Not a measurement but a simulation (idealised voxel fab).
Process module under the name voxel double patterning
We display cut, a cross-section 165 nm in width whose square cells are each 5 nm.
This document writes a cross-section as a grid whose cells are square, and gives it as bands, listed from the top down; one or more rows of cells form a band. What a band's entry tells you: where the top is and where the bottom is, as heights in nm, and after that what lies inside, material by material from left to right, each with its width in nm. Empty space is written as the word "blank", and a single material marked with the word "edge to edge" occupies the band from edge to edge. Heads up on the height convention: 0 is the point under which the incoming wafer is all one material, and the lowest band has no bottom, it just keeps going down, like "from 0 down". Width "30->40": first value at the band's top row of cells, second value at its bottom row, equal change from row to row. Reading "identical to before" for a step: not a cell of the cross-section changed in it. Any empty space of 8 cells or more lacking an open way to the top shows up in "Closed-off voids" as width x height at distance, distance from the left edge, in nm. Anything after a step's settings on that line? It's the simulator's own note about the step. When a step includes a mask, the "overlay nm" setting on its line states how far to the right of its planned place that mask lay, and negative values state how far to the left.

THE FOLLOWING LIST GIVES THE PLANNED PROCESS STEPS
| 1 | RECEIVE: material Si |
| 2 | CONFORMAL_DEP: material SiO2, thk nm 10 |
| 3 | DIRECTIONAL_DEP: material polySi, thk nm 15 |
| 4 | DIRECTIONAL_DEP: material SiN, thk nm 10 |
| 5 | DIRECTIONAL_DEP: material aC, thk nm 10 |
| 6 | PATTERN: tone open, mask id FIRST, material resist, width nm 15, pitch nm 50, thk nm 30, overlay nm 0 |
| 7 | DIRECTIONAL_ETCH: etch materials aC, depth nm 10 |
| 8 | STRIP: etch materials resist |
| 9 | DIRECTIONAL_ETCH: etch materials SiN, depth nm 10 |
| 10 | STRIP: etch materials aC |
| 11 | DIRECTIONAL_DEP: material aC, thk nm 10 |
| 12 | PATTERN: tone open, mask id SECOND, material resist, width nm 15, pitch nm 50, thk nm 30, overlay nm 0 |
| 13 | DIRECTIONAL_ETCH: etch materials aC, depth nm 10 |
| 14 | STRIP: etch materials resist |
| 15 | DIRECTIONAL_ETCH: etch materials SiN, depth nm 10 |
| 16 | STRIP: etch materials aC |
| 17 | DIRECTIONAL_ETCH: etch materials polySi, depth nm 15 |
| 18 | STRIP: etch materials SiN |

THE FIRST WAFER OF TWO, PROCESSED AS PLANNED

CROSS-SECTION OF THE WAFER AT RECEIPT, WHICH IS THE CONDITION AFTER STEP 1
* from 0 down: Si edge to edge
* Closed-off voids: none

THE FOLLOWING CROSS-SECTION DEPICTS THE WAFER UPON COMPLETION OF STEP 2
* from 10 to 0: SiO2 edge to edge
* Below a height of 0, the structure has not been altered.

THE FOLLOWING CROSS-SECTION DEPICTS THE WAFER UPON COMPLETION OF STEP 3
* from 25 to 10: polySi edge to edge
* Below a height of 10, the structure has not been altered.

THE FOLLOWING CROSS-SECTION DEPICTS THE WAFER UPON COMPLETION OF STEP 4
* from 35 to 25: SiN edge to edge
* Below a height of 25, the structure has not been altered.

THE FOLLOWING CROSS-SECTION DEPICTS THE WAFER UPON COMPLETION OF STEP 5
* from 45 to 35: aC edge to edge
* Below a height of 35, the structure has not been altered.

THE FOLLOWING CROSS-SECTION DEPICTS THE WAFER UPON COMPLETION OF STEP 6
* from 75 to 45: resist: 25, then blank: 15, then resist: 35, then blank: 15, then resist: 35, then blank: 15, then resist: 25
* Below a height of 45, the structure has not been altered.

THE FOLLOWING CROSS-SECTION DEPICTS THE WAFER UPON COMPLETION OF STEP 7
* from 65 to 45: resist: 25, then blank: 15, then resist: 35, then blank: 15, then resist: 35, then blank: 15, then resist: 25
* from 45 to 35: aC: 25, then blank: 15, then aC: 35, then blank: 15, then aC: 35, then blank: 15, then aC: 25
* Below a height of 35, the structure has not been altered.

THE FOLLOWING CROSS-SECTION DEPICTS THE WAFER UPON COMPLETION OF STEP 8
* from 45 to 35: aC: 25, then blank: 15, then aC: 35, then blank: 15, then aC: 35, then blank: 15, then aC: 25
* Below a height of 35, the structure has not been altered.

THE FOLLOWING CROSS-SECTION DEPICTS THE WAFER UPON COMPLETION OF STEP 9
* from 45 to 35: aC: 25, then blank: 15, then aC: 35, then blank: 15, then aC: 35, then blank: 15, then aC: 25
* from 35 to 25: SiN: 25, then blank: 15, then SiN: 35, then blank: 15, then SiN: 35, then blank: 15, then SiN: 25
* Below a height of 25, the structure has not been altered.

THE FOLLOWING CROSS-SECTION DEPICTS THE WAFER UPON COMPLETION OF STEP 10
* from 35 to 25: SiN: 25, then blank: 15, then SiN: 35, then blank: 15, then SiN: 35, then blank: 15, then SiN: 25
* Below a height of 25, the structure has not been altered.

THE FOLLOWING CROSS-SECTION DEPICTS THE WAFER UPON COMPLETION OF STEP 11
* from 45 to 35: aC: 25, then blank: 15, then aC: 35, then blank: 15, then aC: 35, then blank: 15, then aC: 25
* from 35 to 25: SiN: 25, then aC: 15, then SiN: 35, then aC: 15, then SiN: 35, then aC: 15, then SiN: 25
* Below a height of 25, the structure has not been altered.

THE FOLLOWING CROSS-SECTION DEPICTS THE WAFER UPON COMPLETION OF STEP 12
* from 75 to 45: resist: 50, then blank: 15, then resist: 35, then blank: 15, then resist: 50
* from 45 to 35: aC: 25, then resist: 15, then aC: 35, then resist: 15, then aC: 35, then resist: 15, then aC: 25
* Below a height of 35, the structure has not been altered.

THE FOLLOWING CROSS-SECTION DEPICTS THE WAFER UPON COMPLETION OF STEP 13
* from 65 to 45: resist: 50, then blank: 15, then resist: 35, then blank: 15, then resist: 50
* from 45 to 35: aC: 25, then resist: 15, then aC: 10, then blank: 15, then aC: 10, then resist: 15, then aC: 10, then blank: 15, then aC: 10, then resist: 15, then aC: 25
* Below a height of 35, the structure has not been altered.

THE FOLLOWING CROSS-SECTION DEPICTS THE WAFER UPON COMPLETION OF STEP 14
* from 45 to 35: aC: 25, then blank: 15, then aC: 10, then blank: 15, then aC: 10, then blank: 15, then aC: 10, then blank: 15, then aC: 10, then blank: 15, then aC: 25
* Below a height of 35, the structure has not been altered.

THE FOLLOWING CROSS-SECTION DEPICTS THE WAFER UPON COMPLETION OF STEP 15
* from 45 to 35: aC: 25, then blank: 15, then aC: 10, then blank: 15, then aC: 10, then blank: 15, then aC: 10, then blank: 15, then aC: 10, then blank: 15, then aC: 25
* from 35 to 25: SiN: 25, then aC: 15, then SiN: 10, then blank: 15, then SiN: 10, then aC: 15, then SiN: 10, then blank: 15, then SiN: 10, then aC: 15, then SiN: 25
* Below a height of 25, the structure has not been altered.

THE FOLLOWING CROSS-SECTION DEPICTS THE WAFER UPON COMPLETION OF STEP 16
* from 35 to 25: SiN: 25, then blank: 15, then SiN: 10, then blank: 15, then SiN: 10, then blank: 15, then SiN: 10, then blank: 15, then SiN: 10, then blank: 15, then SiN: 25
* Below a height of 25, the structure has not been altered.

THE FOLLOWING CROSS-SECTION DEPICTS THE WAFER UPON COMPLETION OF STEP 17
* from 35 to 25: SiN: 25, then blank: 15, then SiN: 10, then blank: 15, then SiN: 10, then blank: 15, then SiN: 10, then blank: 15, then SiN: 10, then blank: 15, then SiN: 25
* from 25 to 10: polySi: 25, then blank: 15, then polySi: 10, then blank: 15, then polySi: 10, then blank: 15, then polySi: 10, then blank: 15, then polySi: 10, then blank: 15, then polySi: 25
* Below a height of 10, the structure has not been altered.

THE FOLLOWING CROSS-SECTION DEPICTS THE WAFER UPON COMPLETION OF STEP 18
* from 25 to 10: polySi: 25, then blank: 15, then polySi: 10, then blank: 15, then polySi: 10, then blank: 15, then polySi: 10, then blank: 15, then polySi: 10, then blank: 15, then polySi: 25
* Below a height of 10, the structure has not been altered.

SECOND WAFER: LIKE START, LIKE PLAN, ONE MISTAKE. THROUGH STEP 11 IT MATCHES THE FIRST WAFER

CROSS-SECTIONAL REPRESENTATION OF THE SECOND WAFER AT THE TIME DESIGNATED IN THE PLAN FOR THE COMPLETION OF STEP 12
* from 75 to 45: blank: 50, then resist: 15, then blank: 35, then resist: 15, then blank: 50
* Below a height of 45, the structure has not been altered.

CROSS-SECTIONAL REPRESENTATION OF THE SECOND WAFER AT THE TIME DESIGNATED IN THE PLAN FOR THE COMPLETION OF STEP 13
* from 65 to 45: blank: 50, then resist: 15, then blank: 35, then resist: 15, then blank: 50
* from 45 to 35: blank: 50, then aC: 15, then blank: 35, then aC: 15, then blank: 50
* from 35 to 25: SiN: 25, then blank: 15, then SiN: 35, then blank: 15, then SiN: 35, then blank: 15, then SiN: 25
* Below a height of 25, the structure has not been altered.

CROSS-SECTIONAL REPRESENTATION OF THE SECOND WAFER AT THE TIME DESIGNATED IN THE PLAN FOR THE COMPLETION OF STEP 14
* from 45 to 35: blank: 50, then aC: 15, then blank: 35, then aC: 15, then blank: 50
* Below a height of 35, the structure has not been altered.

CROSS-SECTIONAL REPRESENTATION OF THE SECOND WAFER AT THE TIME DESIGNATED IN THE PLAN FOR THE COMPLETION OF STEP 15
* from 45 to 35: blank: 50, then aC: 15, then blank: 35, then aC: 15, then blank: 50
* from 35 to 25: blank: 50, then SiN: 15, then blank: 35, then SiN: 15, then blank: 50
* Below a height of 25, the structure has not been altered.

CROSS-SECTIONAL REPRESENTATION OF THE SECOND WAFER AT THE TIME DESIGNATED IN THE PLAN FOR THE COMPLETION OF STEP 16
* from 35 to 25: blank: 50, then SiN: 15, then blank: 35, then SiN: 15, then blank: 50
* Below a height of 25, the structure has not been altered.

CROSS-SECTIONAL REPRESENTATION OF THE SECOND WAFER AT THE TIME DESIGNATED IN THE PLAN FOR THE COMPLETION OF STEP 17
* from 35 to 25: blank: 50, then SiN: 15, then blank: 35, then SiN: 15, then blank: 50
* from 25 to 10: blank: 50, then polySi: 15, then blank: 35, then polySi: 15, then blank: 50
* Below a height of 10, the structure has not been altered.

CROSS-SECTIONAL REPRESENTATION OF THE SECOND WAFER AT THE TIME DESIGNATED IN THE PLAN FOR THE COMPLETION OF STEP 18
* from 25 to 10: blank: 50, then polySi: 15, then blank: 35, then polySi: 15, then blank: 50
* Below a height of 10, the structure has not been altered.
Short version of what went wrong: for step 12, the planned setting was not used; the step was instead run as PATTERN: tone cover, mask id SECOND, material resist, width nm 15, pitch nm 50, thk nm 30, overlay nm 0
Counted in cells at the end, the second wafer holds more or fewer of these materials than the first: -36 polySi
